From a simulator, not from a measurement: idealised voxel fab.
You're looking at the process module voxel wiring stack.
Cross-sectional view cut (width: 270 nm; square cell size: 5 nm).
A cross-section is written here as square cells arranged in a grid, and it is given in bands from the top down, each band taking up one or more rows of cells. Heights first: top, then bottom, in nm. Then materials, left to right, each with a width in nm. "throughout" on a single material: fills the band edge to edge. "air": empty space. We count height from 0. Below that, the starting wafer is all one material. The lowest band never ends at the bottom but goes on down; see "0 nm and below" for how that is written. Width spec "30..40" -> top row of cells at first value, bottom row at second value, equal per-row change in between. For the purposes of this document, the phrase "no modification" attached to a step denotes that no cell within the cross-section was modified by that step. So "Closed void roster" is basically the list of trapped voids: any empty space of 8 cells or more that can't reach the top through an opening. They're written width x height at distance, the distance being from the left edge, and it's all nm. Whatever follows a step's settings on its line is a remark the simulator itself makes about that step. If you see "overlay nm" on a step's line and that step has a mask, it's telling you how far right of where it was planned the mask ended up; a negative number means it went left instead.
## These are the steps we planned for the process
1. RECEIVE, material Si
2. CONFORMAL_DEP, material SiO2, thk nm 10
3. DIRECTIONAL_DEP, material TiN, thk nm 5
4. DIRECTIONAL_DEP, material Ru, thk nm 25
5. DIRECTIONAL_DEP, material aC, thk nm 10
6. PATTERN, tone cover, mask id METAL_1, material resist, width nm 20, pitch nm 45, thk nm 25, overlay nm 0
7. DIRECTIONAL_ETCH, etch materials aC, depth nm 10
8. STRIP, etch materials resist
9. DIRECTIONAL_ETCH, etch materials Ru, depth nm 25
10. DIRECTIONAL_ETCH, etch materials TiN, depth nm 5
11. STRIP, etch materials aC
12. CONFORMAL_DEP, material SiCN, thk nm 5
13. FILL_DEP, material SiO2, thk nm 10
14. CMP, height nm 40
15. CONFORMAL_DEP, material SiCN, thk nm 5
16. DIRECTIONAL_DEP, material lowk, thk nm 10
17. PATTERN, tone open, mask id PLUG_1, material resist, width nm 15, pitch nm 90, thk nm 20, overlay nm 0
18. DIRECTIONAL_ETCH, etch materials lowk, depth nm 10
19. DIRECTIONAL_ETCH, etch materials SiCN, depth nm 5
20. STRIP, etch materials resist
21. CONFORMAL_DEP, material TiN, thk nm 5
22. FILL_DEP, material Ru, thk nm 10
23. CMP, height nm 55
24. CONFORMAL_DEP, material SiCN, thk nm 5
25. DIRECTIONAL_DEP, material lowk, thk nm 20
26. PATTERN, tone open, mask id METAL_2, material resist, width nm 20, pitch nm 45, thk nm 15, overlay nm 0
27. DIRECTIONAL_ETCH, etch materials lowk, depth nm 20
28. DIRECTIONAL_ETCH, etch materials SiCN, depth nm 5
29. STRIP, etch materials resist
30. CONFORMAL_DEP, material TiN, thk nm 5
31. FILL_DEP, material W, thk nm 10
32. CMP, height nm 80
33. CONFORMAL_DEP, material SiCN, thk nm 5
34. DIRECTIONAL_DEP, material lowk, thk nm 30
35. DIRECTIONAL_DEP, material aC, thk nm 10
36. PATTERN, tone open, mask id METAL_3, material resist, width nm 20, pitch nm 45, thk nm 30, overlay nm 0
37. DIRECTIONAL_ETCH, etch materials aC, depth nm 10
38. STRIP, etch materials resist
39. DIRECTIONAL_ETCH, etch materials lowk, depth nm 20
40. STRIP, etch materials aC
41. DIRECTIONAL_DEP, material aC, thk nm 10
42. PATTERN, tone open, mask id METAL_3_HOLES, material resist, width nm 15, pitch nm 90, thk nm 30, overlay nm 0
43. DIRECTIONAL_ETCH, etch materials aC, depth nm 10
44. STRIP, etch materials resist
45. DIRECTIONAL_ETCH, etch materials lowk, depth nm 10
46. DIRECTIONAL_ETCH, etch materials SiCN, depth nm 5
47. STRIP, etch materials aC
48. CONFORMAL_DEP, material TiN, thk nm 5
49. FILL_DEP, material Ru, thk nm 10
50. CMP, height nm 115
51. CONFORMAL_DEP, material SiCN, thk nm 5
52. DIRECTIONAL_DEP, material SiO2, thk nm 10
53. DIRECTIONAL_DEP, material aC, thk nm 15
54. PATTERN, tone open, mask id PLUG_3, material resist, width nm 15, pitch nm 45, thk nm 35, overlay nm 0
55. DIRECTIONAL_ETCH, etch materials aC, depth nm 15
56. STRIP, etch materials resist
57. DIRECTIONAL_ETCH, etch materials SiO2, depth nm 10
58. DIRECTIONAL_ETCH, etch materials SiCN, depth nm 5
59. STRIP, etch materials aC
60. EPI, material Ru, thk nm 10
61. EPI, material Ru, thk nm 5
62. CONFORMAL_DEP, material SiCN, thk nm 5
63. DIRECTIONAL_DEP, material SiO2, thk nm 20
64. PATTERN, tone open, mask id METAL_4, material resist, width nm 20, pitch nm 45, thk nm 20, overlay nm 0
65. DIRECTIONAL_ETCH, etch materials SiO2, depth nm 20
66. DIRECTIONAL_ETCH, etch materials SiCN, depth nm 5
67. STRIP, etch materials resist
68. CONFORMAL_DEP, material TiN, thk nm 5
69. FILL_DEP, material W, thk nm 5
70. CMP, height nm 155
71. CONFORMAL_DEP, material SiCN, thk nm 5
## Cross-section, incoming material, after step 1
* 0 nm and below | Si throughout
* Closed void roster: none
## Wafer cross-section at end of module: start and plan as shown above, one execution error
* 160 nm to 155 nm | SiCN throughout
* 155 nm to 135 nm | SiO2 55 nm / TiN 5 nm / W 10 nm / TiN 5 nm / SiO2 25 nm / TiN 5 nm / W 10 nm / TiN 5 nm / SiO2 25 nm / TiN 5 nm / W 10 nm / TiN 5 nm / SiO2 25 nm / TiN 5 nm / W 10 nm / TiN 5 nm / SiO2 60 nm
* 135 nm to 130 nm | SiCN 55 nm / TiN 20 nm / SiCN 25 nm / TiN 20 nm / SiCN 25 nm / TiN 20 nm / SiCN 25 nm / TiN 20 nm / SiCN 60 nm
* 130 nm to 120 nm | SiO2 55 nm / Ru 15 nm / SiO2 30 nm / Ru 15 nm / SiO2 30 nm / Ru 15 nm / SiO2 30 nm / Ru 15 nm / SiO2 65 nm
* 120 nm to 115 nm | SiCN 55 nm / Ru 15 nm / SiCN 30 nm / Ru 15 nm / SiCN 30 nm / Ru 15 nm / SiCN 30 nm / Ru 15 nm / SiCN 65 nm
* 115 nm to 105 nm | lowk 55 nm / TiN 5 nm / Ru 10 nm / TiN 5 nm / lowk 25 nm / TiN 5 nm / Ru 10 nm / TiN 5 nm / lowk 25 nm / TiN 5 nm / Ru 10 nm / TiN 5 nm / lowk 25 nm / TiN 5 nm / Ru 10 nm / TiN 5 nm / lowk 60 nm
* 105 nm to 100 nm | lowk 55 nm / TiN 5 nm / Ru 5 nm / TiN 10 nm / lowk 25 nm / TiN 20 nm / lowk 25 nm / TiN 5 nm / Ru 5 nm / TiN 10 nm / lowk 25 nm / TiN 20 nm / lowk 60 nm
* 100 nm to 90 nm | lowk 55 nm / TiN 5 nm / Ru 5 nm / TiN 5 nm / lowk 75 nm / TiN 5 nm / Ru 5 nm / TiN 5 nm / lowk 110 nm
* 90 nm to 85 nm | SiCN 55 nm / TiN 15 nm / SiCN 75 nm / TiN 15 nm / SiCN 110 nm
* 85 nm to 80 nm | TiN 60 nm / W 10 nm / TiN 35 nm / W 10 nm / TiN 35 nm / W 10 nm / TiN 35 nm / W 10 nm / TiN 65 nm
* 80 nm to 60 nm | lowk 55 nm / TiN 5 nm / W 10 nm / TiN 5 nm / lowk 25 nm / TiN 5 nm / W 10 nm / TiN 5 nm / lowk 25 nm / TiN 5 nm / W 10 nm / TiN 5 nm / lowk 25 nm / TiN 5 nm / W 10 nm / TiN 5 nm / lowk 60 nm
* 60 nm to 55 nm | SiCN 55 nm / TiN 20 nm / SiCN 25 nm / TiN 20 nm / SiCN 25 nm / TiN 20 nm / SiCN 25 nm / TiN 20 nm / SiCN 60 nm
* 55 nm to 45 nm | lowk 55 nm / TiN 5 nm / Ru 5 nm / TiN 5 nm / lowk 75 nm / TiN 5 nm / Ru 5 nm / TiN 5 nm / lowk 110 nm
* 45 nm to 40 nm | SiCN 55 nm / TiN 15 nm / SiCN 75 nm / TiN 15 nm / SiCN 110 nm
* 40 nm to 15 nm | SiO2 50 nm / SiCN 5 nm / Ru 20 nm / SiCN 5 nm / SiO2 15 nm / SiCN 5 nm / Ru 20 nm / SiCN 5 nm / SiO2 15 nm / SiCN 5 nm / Ru 20 nm / SiCN 5 nm / SiO2 15 nm / SiCN 5 nm / Ru 20 nm / SiCN 5 nm / SiO2 55 nm
* 15 nm to 10 nm | SiCN 55 nm / TiN 20 nm / SiCN 25 nm / TiN 20 nm / SiCN 25 nm / TiN 20 nm / SiCN 25 nm / TiN 20 nm / SiCN 60 nm
* 10 nm to 0 nm | SiO2 throughout
* 0 nm and below | Si throughout
* Closed void roster: none
Heads up, the wafer didn't run the way we planned it: step 32 deviated from plan and actually ran as CMP, height nm 85
